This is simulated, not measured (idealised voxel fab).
This is a process module. Its name is voxel ribs on slabs.
Square cell edge 5 nm, section width 270 nm, ID cut.
Square cells in a grid make up a cross-section in this document, and the grid is given as bands, listed from the top down, each one or more rows of cells.
Quick guide to a band line: top height, bottom height (nm) up front; then every material left to right with its width in nm. Only one material and it's marked "throughout"? Then it fills the band edge to edge. And "blank" just means empty space.
Basically, 0 is our baseline, since under it the wafer straight out of the box is all one material. The bottom band has no lower end and keeps on going down, so it looks like "from 0 down".
Width: "30..40" (first number = top row, second number = bottom row, same change from row to row of cells).
"no modification" after a step means that no cell of the cross-section changed.
Under "Enclosed cavity list" you'll find the enclosed gaps, the ones with no way out to the top, that are 8 cells or bigger; each reads width x height at distance, with distance counted from the left edge, everything in nm.
Where a step's line continues beyond its settings, the continuation is a remark by the simulator itself on that step.
overlay nm: for a step with a mask, the amount by which the mask lay right of where it was planned; a negative amount means left of it.

[Here's what the planned process steps look like]
- 1: RECEIVE,material Si
- 2: DIRECTIONAL_DEP,material SiO2,thk nm 20
- 3: DIRECTIONAL_DEP,material SiN,thk nm 15
- 4: MASKED_ETCH,tone cover,mask id RIB,width nm 15,etch materials SiN,depth nm 5,overlay nm 0
- 5: DIRECTIONAL_DEP,material aC,thk nm 10
- 6: PATTERN,tone cover,mask id SLAB,material resist,width nm 65,thk nm 30,overlay nm 0
- 7: DIRECTIONAL_ETCH,etch materials aC,depth nm 10
- 8: STRIP,etch materials resist
- 9: DIRECTIONAL_ETCH,etch materials SiN,depth nm 10
- 10: STRIP,etch materials aC
- 11: FILL_DEP,material SiO2,thk nm 20
- 12: CMP,height nm 50
- 13: DIRECTIONAL_DEP,material W,thk nm 5
- 14: PATTERN,tone cover,mask id HEATER,material resist,width nm 25,thk nm 20,overlay nm 0
- 15: DIRECTIONAL_ETCH,etch materials W,depth nm 5
- 16: STRIP,etch materials resist
- 17: CONFORMAL_DEP,material SiO2,thk nm 10

[First wafer of two (run as planned)]

[Wafer at receipt (post step 1), cross-section]
  from 0 down: Si throughout
  Enclosed cavity list: none

[Cross-sectional representation of the wafer at the conclusion of step 2]
  from 20 to 0: SiO2 throughout
  All layers under 0 are left as they were.

[Cross-sectional representation of the wafer at the conclusion of step 3]
  from 35 to 20: SiN throughout
  All layers under 20 are left as they were.

[Cross-sectional representation of the wafer at the conclusion of step 4]
  from 35 to 30: 125 blank  15 SiN  130 blank
  All layers under 30 are left as they were.

[Cross-sectional representation of the wafer at the conclusion of step 5]
  from 45 to 40: 125 blank  15 aC  130 blank
  from 40 to 35: aC throughout
  from 35 to 30: 125 aC  15 SiN  130 aC
  All layers under 30 are left as they were.

[Cross-sectional representation of the wafer at the conclusion of step 6]
  from 75 to 45: 100 blank  65 resist  105 blank
  from 45 to 40: 100 blank  25 resist  15 aC  25 resist  105 blank
  All layers under 40 are left as they were.

[Cross-sectional representation of the wafer at the conclusion of step 7]
  from 65 to 45: 100 blank  65 resist  105 blank
  from 45 to 40: 100 blank  25 resist  15 aC  25 resist  105 blank
  from 40 to 35: 100 blank  65 aC  105 blank
  from 35 to 30: 100 blank  25 aC  15 SiN  25 aC  105 blank
  All layers under 30 are left as they were.

[Cross-sectional representation of the wafer at the conclusion of step 8]
  from 45 to 35: 125..100 blank  15..65 aC  130..105 blank
  All layers under 35 are left as they were.

[Cross-sectional representation of the wafer at the conclusion of step 9]
  from 45 to 35: 125..100 blank  15..65 aC  130..105 blank
  from 35 to 30: 100 blank  25 aC  15 SiN  25 aC  105 blank
  from 30 to 20: 100 blank  65 SiN  105 blank
  All layers under 20 are left as they were.

[Cross-sectional representation of the wafer at the conclusion of step 10]
  from 35 to 30: 125 blank  15 SiN  130 blank
  All layers under 30 are left as they were.

[Cross-sectional representation of the wafer at the conclusion of step 11]
  from 55 to 35: SiO2 throughout
  from 35 to 30: 125 SiO2  15 SiN  130 SiO2
  from 30 to 20: 100 SiO2  65 SiN  105 SiO2
  All layers under 20 are left as they were.

[Cross-sectional representation of the wafer at the conclusion of step 12]
  from 50 to 35: SiO2 throughout
  All layers under 35 are left as they were.

[Cross-sectional representation of the wafer at the conclusion of step 13]
  from 55 to 50: W throughout
  All layers under 50 are left as they were.

[Cross-sectional representation of the wafer at the conclusion of step 14]
  from 75 to 55: 120 blank  25 resist  125 blank
  All layers under 55 are left as they were.

[Cross-sectional representation of the wafer at the conclusion of step 15]
  from 75 to 55: 120 blank  25 resist  125 blank
  from 55 to 50: 120 blank  25 W  125 blank
  All layers under 50 are left as they were.

[Cross-sectional representation of the wafer at the conclusion of step 16]
  from 55 to 50: 120 blank  25 W  125 blank
  All layers under 50 are left as they were.

[Cross-sectional representation of the wafer at the conclusion of step 17]
  from 65 to 60: 110 blank  45 SiO2  115 blank
  from 60 to 55: SiO2 throughout
  from 55 to 50: 120 SiO2  25 W  125 SiO2
  All layers under 50 are left as they were.

[Wafer two. Identical start, identical plan. One mistake in execution. Identical history through step 3]

[Cross-section of the second wafer at the time step 4 of the plan should have ended]
  from 35 to 20: 125 blank  15 SiN  130 blank
  All layers under 20 are left as they were.

[Cross-section of the second wafer at the time step 5 of the plan should have ended]
  from 45 to 35: 125 blank  15 aC  130 blank
  from 35 to 30: 125 blank  15 SiN  130 blank
  from 30 to 20: 125 aC  15 SiN  130 aC
  All layers under 20 are left as they were.

[Cross-section of the second wafer at the time step 6 of the plan should have ended]
  from 75 to 45: 100 blank  65 resist  105 blank
  from 45 to 35: 100 blank  25 resist  15 aC  25 resist  105 blank
  from 35 to 30: 100 blank  25 resist  15 SiN  25 resist  105 blank
  All layers under 30 are left as they were.

[Cross-section of the second wafer at the time step 7 of the plan should have ended]
  from 65 to 45: 100 blank  65 resist  105 blank
  from 45 to 35: 100 blank  25 resist  15 aC  25 resist  105 blank
  from 35 to 30: 100 blank  25 resist  15 SiN  25 resist  105 blank
  from 30 to 20: 100 blank  25 aC  15 SiN  25 aC  105 blank
  All layers under 20 are left as they were.

[Cross-section of the second wafer at the time step 8 of the plan should have ended]
  from 45 to 35: 125 blank  15 aC  130 blank
  from 35 to 30: 125 blank  15 SiN  130 blank
  All layers under 30 are left as they were.

Cross-section of the second wafer at the time step 9 of the plan should have ended: no modification

[Cross-section of the second wafer at the time step 10 of the plan should have ended]
  from 35 to 20: 125 blank  15 SiN  130 blank
  All layers under 20 are left as they were.

[Cross-section of the second wafer at the time step 11 of the plan should have ended]
  from 55 to 35: SiO2 throughout
  from 35 to 20: 125 SiO2  15 SiN  130 SiO2
  All layers under 20 are left as they were.

[Cross-section of the second wafer at the time step 12 of the plan should have ended]
  from 50 to 35: SiO2 throughout
  All layers under 35 are left as they were.

[Cross-section of the second wafer at the time step 13 of the plan should have ended]
  from 55 to 50: W throughout
  All layers under 50 are left as they were.

[Cross-section of the second wafer at the time step 14 of the plan should have ended]
  from 75 to 55: 120 blank  25 resist  125 blank
  All layers under 55 are left as they were.

[Cross-section of the second wafer at the time step 15 of the plan should have ended]
  from 75 to 55: 120 blank  25 resist  125 blank
  from 55 to 50: 120 blank  25 W  125 blank
  All layers under 50 are left as they were.

[Cross-section of the second wafer at the time step 16 of the plan should have ended]
  from 55 to 50: 120 blank  25 W  125 blank
  All layers under 50 are left as they were.

[Cross-section of the second wafer at the time step 17 of the plan should have ended]
  from 65 to 60: 110 blank  45 SiO2  115 blank
  from 60 to 55: SiO2 throughout
  from 55 to 50: 120 SiO2  25 W  125 SiO2
  All layers under 50 are left as they were.
The mistake made against the process plan was this: step 4 deviated from plan and actually ran as MASKED_ETCH,tone cover,mask id RIB,width nm 15,etch materials SiN,depth nm 15,overlay nm 0
The final cell counts differ between the wafers, with the second having more or fewer of some materials than the first: -20 SiN, +20 SiO2
